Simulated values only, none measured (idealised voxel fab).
process module | voxel transistor to metal
cross-section cut | 160 nm wide | cells 5 nm
A cross-section is a grid of square cells, given in bands from the top down. A band is one or more rows of cells.
Each band's line starts with the height of the band's top and of its bottom, in nm. Then come its materials from left to right, each with its width in nm. One material with "throughout" fills the band from edge to edge. "air" is empty space.
Height 0 is the level under which the wafer as received is all one material. The lowest band goes on downwards, as in "0 down".
A width such as "30 to 40" changes by the same amount from each row of cells to the next, from the band's top row to its bottom row.
"no change" after a step means that no cell of the cross-section changed.
closed voids: empty space of 8 cells or more with no open way to the top, each as width x height at its distance from the left edge, in nm
after a step's settings: what the simulator itself notes on the step
overlay nm, on a step with a mask: how far to the right of its planned place the mask lay; to the left if negative
plan
1 op RECEIVE | material Si
2 op OXIDIZE | depth nm 5
3 op CONFORMAL_DEP | material SiN | thk nm 10
4 op MASKED_ETCH | tone cover | mask id ACTIVE | width nm 100 | etch materials SiN | depth nm 10 | overlay nm 0
5 op MASKED_ETCH | tone cover | mask id ACTIVE | width nm 100 | etch materials SiO2 | depth nm 5 | overlay nm 0
6 op MASKED_ETCH | tone cover | mask id ACTIVE | width nm 100 | etch materials Si | depth nm 30 | overlay nm 0
7 op FILL_DEP | material SiO2 | thk nm 5
8 op CMP | height nm 10
9 op SELECTIVE_ETCH | etch materials SiO2 | depth nm 5
10 op STRIP | etch materials SiN
11 op SELECTIVE_ETCH | etch materials SiO2 | depth nm 5
12 op OXIDIZE | depth nm 5
13 op DIRECTIONAL_DEP | material polySi | thk nm 30
14 op DIRECTIONAL_DEP | material SiCN | thk nm 15
15 op DIRECTIONAL_DEP | material aC | thk nm 10
16 op PATTERN | tone cover | mask id GATE | material resist | width nm 20 | thk nm 30 | overlay nm 0
17 op DIRECTIONAL_ETCH | etch materials aC | depth nm 10
18 op STRIP | etch materials resist
19 op DIRECTIONAL_ETCH | etch materials SiCN | depth nm 25
20 op DIRECTIONAL_ETCH | etch materials polySi | depth nm 40
21 op STRIP | etch materials aC
22 op CONFORMAL_DEP | material SiO2 | thk nm 5
23 op DIRECTIONAL_ETCH | etch materials SiO2 | depth nm 5
24 op CONFORMAL_DEP | material SiN | thk nm 10
25 op DIRECTIONAL_ETCH | etch materials SiN | depth nm 10
26 op DIRECTIONAL_ETCH | etch materials SiO2 | depth nm 5
27 op DIRECTIONAL_ETCH | etch materials Si | depth nm 15
28 op EPI | material SiGe | thk nm 15
29 op FILL_DEP | material SiO2 | thk nm 5
30 op CMP | height nm 40
31 op DIRECTIONAL_DEP | material SiO2 | thk nm 15
32 op DIRECTIONAL_DEP | material aC | thk nm 10
33 op PATTERN | tone open | mask id CONTACT | material resist | width nm 25 | pitch nm 55 | thk nm 30 | overlay nm 0
34 op DIRECTIONAL_ETCH | etch materials aC | depth nm 10
35 op STRIP | etch materials resist
36 op DIRECTIONAL_ETCH | etch materials SiO2 | depth nm 50
37 op STRIP | etch materials aC
38 op CONFORMAL_DEP | material TiN | thk nm 5
39 op FILL_DEP | material Ru | thk nm 5
40 op CMP | height nm 55
41 op DIRECTIONAL_DEP | material TiN | thk nm 5
42 op DIRECTIONAL_DEP | material W | thk nm 25
43 op PATTERN | tone cover | mask id METAL_1 | material resist | width nm 15 | pitch nm 65 | thk nm 15 | overlay nm 0
44 op DIRECTIONAL_ETCH | etch materials W | depth nm 15
45 op DIRECTIONAL_ETCH | etch materials TiN | depth nm 5
46 op STRIP | etch materials resist
47 op FILL_DEP | material lowk | thk nm 5
48 op CMP | height nm 85
49 op CONFORMAL_DEP | material SiCN | thk nm 5
varied across the wafers: depth nm of step 44. The plan shows the first wafer's value. All wafers start alike
first wafer as received, after step 1
  0 down: Si throughout
  closed voids: none
each wafer at the end: cells of each material gained (+) or lost (-) since it was received, then its closed voids
depth nm 15 | +26 Ru | -142 Si | +44 SiCN | +38 SiGe | +40 SiN | +308 SiO2 | +78 TiN | +82 W | +78 lowk | +24 polySi | closed voids: none
depth nm 20 | +26 Ru | -142 Si | +44 SiCN | +38 SiGe | +40 SiN | +308 SiO2 | +78 TiN | +56 W | +104 lowk | +24 polySi | closed voids: none
depth nm 25 | +26 Ru | -142 Si | +44 SiCN | +38 SiGe | +40 SiN | +308 SiO2 | +52 TiN | +30 W | +156 lowk | +24 polySi | closed voids: none
depth nm 30 | +26 Ru | -142 Si | +44 SiCN | +38 SiGe | +40 SiN | +308 SiO2 | +52 TiN | +30 W | +156 lowk | +24 polySi | closed voids: none
depth nm 35 | +26 Ru | -142 Si | +44 SiCN | +38 SiGe | +40 SiN | +308 SiO2 | +52 TiN | +30 W | +156 lowk | +24 polySi | closed voids: none
depth nm 40 | +26 Ru | -142 Si | +44 SiCN | +38 SiGe | +40 SiN | +308 SiO2 | +52 TiN | +30 W | +156 lowk | +24 polySi | closed voids: none
